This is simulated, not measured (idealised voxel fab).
process module | voxel capacitor over wiring
cross-section cut | 175 nm wide | cells 5 nm
A cross-section is a grid of square cells, given in bands from the top down. A band is one or more rows of cells.
Each band's line starts with the height of the band's top and of its bottom, in nm. Then come its materials from left to right, each with its width in nm. One material with "throughout" fills the band from edge to edge. "air" is empty space.
Height 0 is the level under which the wafer as received is all one material. The lowest band goes on downwards, as in "0 down".
A width such as "30 to 40" changes by the same amount from each row of cells to the next, from the band's top row to its bottom row.
"no change" after a step means that no cell of the cross-section changed.
closed voids: empty space of 8 cells or more with no open way to the top, each as width x height at its distance from the left edge, in nm
after a step's settings: what the simulator itself notes on the step
overlay nm, on a step with a mask: how far to the right of its planned place the mask lay; to the left if negative
plan
1 op RECEIVE | material Si
2 op CONFORMAL_DEP | material SiO2 | thk nm 10
3 op CONFORMAL_DEP | material SiCN | thk nm 5
4 op DIRECTIONAL_DEP | material lowk | thk nm 15
5 op PATTERN | tone open | mask id METAL_1 | material resist | width nm 20 | pitch nm 90 | thk nm 15 | overlay nm 0
6 op DIRECTIONAL_ETCH | etch materials lowk | depth nm 15
7 op DIRECTIONAL_ETCH | etch materials SiCN | depth nm 5
8 op STRIP | etch materials resist
9 op CONFORMAL_DEP | material TiN | thk nm 5
10 op FILL_DEP | material Cu | thk nm 5
11 op CMP | height nm 30
12 op EPI | material Ru | thk nm 5
13 op FILL_DEP | material SiCN | thk nm 5
14 op DIRECTIONAL_DEP | material lowk | thk nm 15
15 op DIRECTIONAL_DEP | material aC | thk nm 10
16 op PATTERN | tone open | mask id PLUG_1 | material resist | width nm 15 | thk nm 25 | overlay nm 0
17 op DIRECTIONAL_ETCH | etch materials aC | depth nm 10
18 op STRIP | etch materials resist
19 op DIRECTIONAL_ETCH | etch materials lowk | depth nm 15
20 op DIRECTIONAL_ETCH | etch materials SiCN | depth nm 5
21 op STRIP | etch materials aC
22 op CONFORMAL_DEP | material TiN | thk nm 5
23 op FILL_DEP | material Ru | thk nm 5
24 op CMP | height nm 55
25 op DIRECTIONAL_DEP | material TiN | thk nm 5
26 op DIRECTIONAL_DEP | material Al2O3 | thk nm 5
27 op DIRECTIONAL_DEP | material TiN | thk nm 10
28 op MASKED_ETCH | tone cover | mask id UPPER_PLATE | width nm 75 | etch materials TiN | depth nm 10 | overlay nm 0
29 op MASKED_ETCH | tone cover | mask id UPPER_PLATE | width nm 75 | etch materials Al2O3 | depth nm 5 | overlay nm 0
30 op MASKED_ETCH | tone cover | mask id LOWER_PLATE | width nm 85 | etch materials TiN | depth nm 5 | overlay nm 0
31 op FILL_DEP | material SiO2 | thk nm 20
32 op CMP | height nm 90
33 op MASKED_ETCH | tone open | mask id PLUG_2 | width nm 15 | etch materials SiO2 | depth nm 15 | overlay nm 0
34 op CONFORMAL_DEP | material TiN | thk nm 5
35 op FILL_DEP | material W | thk nm 10
36 op CMP | height nm 90
37 op CONFORMAL_DEP | material SiN | thk nm 5
as received, after step 1
  0 down: Si throughout
  closed voids: none
a wafer at the end: this start, this plan, one mistake
  95 to 90: SiN throughout
  90 to 80: SiO2 45 | TiN 5 | W 5 | TiN 5 | SiO2 115
  80 to 75: SiO2 45 | TiN 15 | SiO2 115
  75 to 65: SiO2 35 | TiN 80 | SiO2 60
  65 to 60: SiO2 35 | Al2O3 80 | SiO2 60
  60 to 55: SiO2 30 | TiN 85 | SiO2 60
  55 to 40: lowk 35 | TiN 5 | Ru 5 | TiN 5 | lowk 125
  40 to 35: SiCN 35 | TiN 15 | SiCN 125
  35 to 30: SiCN 25 | Ru 30 | SiCN 60 | Ru 30 | SiCN 30
  30 to 15: lowk 30 | TiN 5 | Cu 10 | TiN 5 | lowk 70 | TiN 5 | Cu 10 | TiN 5 | lowk 35
  15 to 10: SiCN 30 | TiN 20 | SiCN 70 | TiN 20 | SiCN 35
  10 to 0: SiO2 throughout
  0 down: Si throughout
  closed voids: none
what went wrong: step 28 ran as: op MASKED_ETCH | tone cover | mask id UPPER_PLATE | width nm 80 | etch materials TiN | depth nm 10 | overlay nm 0
